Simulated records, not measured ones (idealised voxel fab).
This section sets out a process module, namely voxel trench capacitor.
Pictured: cross-section cut, 275 nm wide, on a grid of 5 nm square cells.
Cross-section spec: square-cell grid; bands listed top down; each band is one or more rows.
Band entry format. Leading values: height of top, height of bottom, nm. Remainder: materials in left-to-right order, each with its width in nm. Special words: "throughout" on a single material, which then fills the band edge to edge; "blank", empty space.
Beneath 0, the wafer as received is one material, and that level is where height counting begins. The lowest band goes on downward without a bottom; it is written like "0 -> down".
Quick explanation for "30->40": the width changes in equal steps down the rows of cells, from the first number in the band's top row to the second number in its bottom row.
No cell of the cross-section changed in a step that is given as "no modifications".
Closed-off voids of 8+ cells (no open route to the top) go in "Catalogued sealed voids", written width x height at distance from the left edge, in nm.
Whatever follows a step's settings on its line is a remark the simulator itself makes about that step.
On any step carrying a mask, the "overlay nm" setting, if present on the step's line, tells how far right of its planned place the mask lay; negative values point to the left.

## Steps planned for the process
1) op RECEIVE | material Si
2) op CONFORMAL_DEP | material SiN | thk nm 5
3) op PATTERN | tone open | mask id TRENCH | material resist | width nm 30 | pitch nm 50 | thk nm 15 | overlay nm 0
4) op DIRECTIONAL_ETCH | etch materials SiN | depth nm 5
5) op DIRECTIONAL_ETCH | etch materials Si | depth nm 25
6) op STRIP | etch materials resist
7) op CONFORMAL_DEP | material HfO2 | thk nm 5
8) op CONFORMAL_DEP | material TiN | thk nm 5
9) op FILL_DEP | material W | thk nm 10
10) op CMP | height nm 5

## As-received state of the wafer in cross-section, equivalent to post-step 1
  0 -> down  Si throughout
  Catalogued sealed voids: none

## First wafer of two, sectioned at end of module; run went per plan
  5 -> 0  95 of SiN  5 of HfO2  5 of TiN  10 of W  5 of TiN  5 of HfO2  20 of SiN  5 of HfO2  5 of TiN  10 of W  5 of TiN  5 of HfO2  100 of SiN
  0 -> -15  95 of Si  5 of HfO2  5 of TiN  10 of W  5 of TiN  5 of HfO2  20 of Si  5 of HfO2  5 of TiN  10 of W  5 of TiN  5 of HfO2  100 of Si
  -15 -> -20  95 of Si  5 of HfO2  20 of TiN  5 of HfO2  20 of Si  5 of HfO2  20 of TiN  5 of HfO2  100 of Si
  -20 -> -25  95 of Si  30 of HfO2  20 of Si  30 of HfO2  100 of Si
  -25 -> down  Si throughout
  Catalogued sealed voids: none

## The second wafer, shown in cross-section after the module: started the same way as the first and given the same plan, yet one mistake crept into how it was run
  5 -> 0  95 of SiN  5 of HfO2  5 of TiN  10 of W  5 of TiN  5 of HfO2  20 of SiN  5 of HfO2  5 of TiN  10 of W  5 of TiN  5 of HfO2  100 of SiN
  0 -> -40  95 of Si  5 of HfO2  5 of TiN  10 of W  5 of TiN  5 of HfO2  20 of Si  5 of HfO2  5 of TiN  10 of W  5 of TiN  5 of HfO2  100 of Si
  -40 -> -45  95 of Si  5 of HfO2  20 of TiN  5 of HfO2  20 of Si  5 of HfO2  20 of TiN  5 of HfO2  100 of Si
  -45 -> -50  95 of Si  30 of HfO2  20 of Si  30 of HfO2  100 of Si
  -50 -> down  Si throughout
  Catalogued sealed voids: none
What broke from the plan during processing? twice, step 5 of the plan was run
Count the cells at the end and the second wafer has more or fewer of some materials than the first: +20 HfO2, -60 Si, +20 TiN, +20 W
